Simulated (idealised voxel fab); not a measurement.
The document below concerns the process module designated voxel self aligned contacts.
The cross-section shown here is cut; it is 215 nm wide and divided into square cells measuring 5 nm on a side.
Think of the cross-section as a grid of square cells. We describe it in bands, top to bottom, and each band covers one or more rows of those cells.
Per band: top height and bottom height in nm, followed by the left-to-right materials and their widths in nm; "everywhere" marks a single material spanning edge to edge, "blank" marks empty space.
We count height from 0. Below that, the starting wafer is all one material. The lowest band never ends at the bottom but goes on down; see "0 down" for how that is written.
The width entry "30..40" should be interpreted row by row: the top row of cells in the band takes the first number, the bottom row takes the second number, and the change between adjacent rows is uniform throughout.
Take "changes: none" at face value: in the step it is given for, the cross-section changed in none of its cells.
Entry "Closed void table". Content: empty spaces with no open connection to the top, size 8 cells or greater. Each: width x height at distance. Distance: from left edge. Unit: nm.
Where a step's line continues beyond its settings, the continuation is a remark by the simulator itself on that step.
overlay nm: for a step with a mask, the amount by which the mask lay right of where it was planned; a negative amount means left of it.
### plan
| 1 | RECEIVE,material Si |
| 2 | CONFORMAL_DEP,material SiO2,thk nm 5 |
| 3 | DIRECTIONAL_DEP,material polySi,thk nm 20 |
| 4 | DIRECTIONAL_DEP,material SiN,thk nm 25 |
| 5 | MASKED_ETCH,tone cover,mask id GATE,width nm 25,pitch nm 60,etch materials SiN,depth nm 25,overlay nm 0 |
| 6 | MASKED_ETCH,tone cover,mask id GATE,width nm 25,pitch nm 60,etch materials polySi,depth nm 20,overlay nm 0 |
| 7 | CONFORMAL_DEP,material SiN,thk nm 10 |
| 8 | DIRECTIONAL_ETCH,etch materials SiN,depth nm 10 |
| 9 | FILL_DEP,material SiO2,thk nm 10 |
| 10 | CMP,height nm 55 |
| 11 | DIRECTIONAL_DEP,material aC,thk nm 10 |
| 12 | PATTERN,tone open,mask id CONTACT,material resist,width nm 45,thk nm 30,overlay nm 0 |
| 13 | DIRECTIONAL_ETCH,etch materials aC,depth nm 10 |
| 14 | STRIP,etch materials resist |
| 15 | DIRECTIONAL_ETCH,etch materials SiO2,depth nm 55 |
| 16 | STRIP,etch materials aC |
| 17 | CONFORMAL_DEP,material TiN,thk nm 5 |
| 18 | FILL_DEP,material Ru,thk nm 5 |
| 19 | CMP,height nm 55 |
| 20 | CONFORMAL_DEP,material SiCN,thk nm 5 |
### Received-state cross-section, reflecting completion of step 1
> 0 down: Si everywhere
> Closed void table: none
### End state of the module in cross-section, given the above starting point and plan and one mistake in execution
> 60 to 55: SiCN everywhere
> 55 to 50: 55 of SiO2  45 of SiN  15 of TiN  45 of SiN  55 of SiO2
> 50 to 25: SiN everywhere
> 25 to 5: polySi everywhere
> 5 to 0: SiO2 everywhere
> 0 down: Si everywhere
> Closed void table: none
Plan not followed: step 4, plan: ran twice
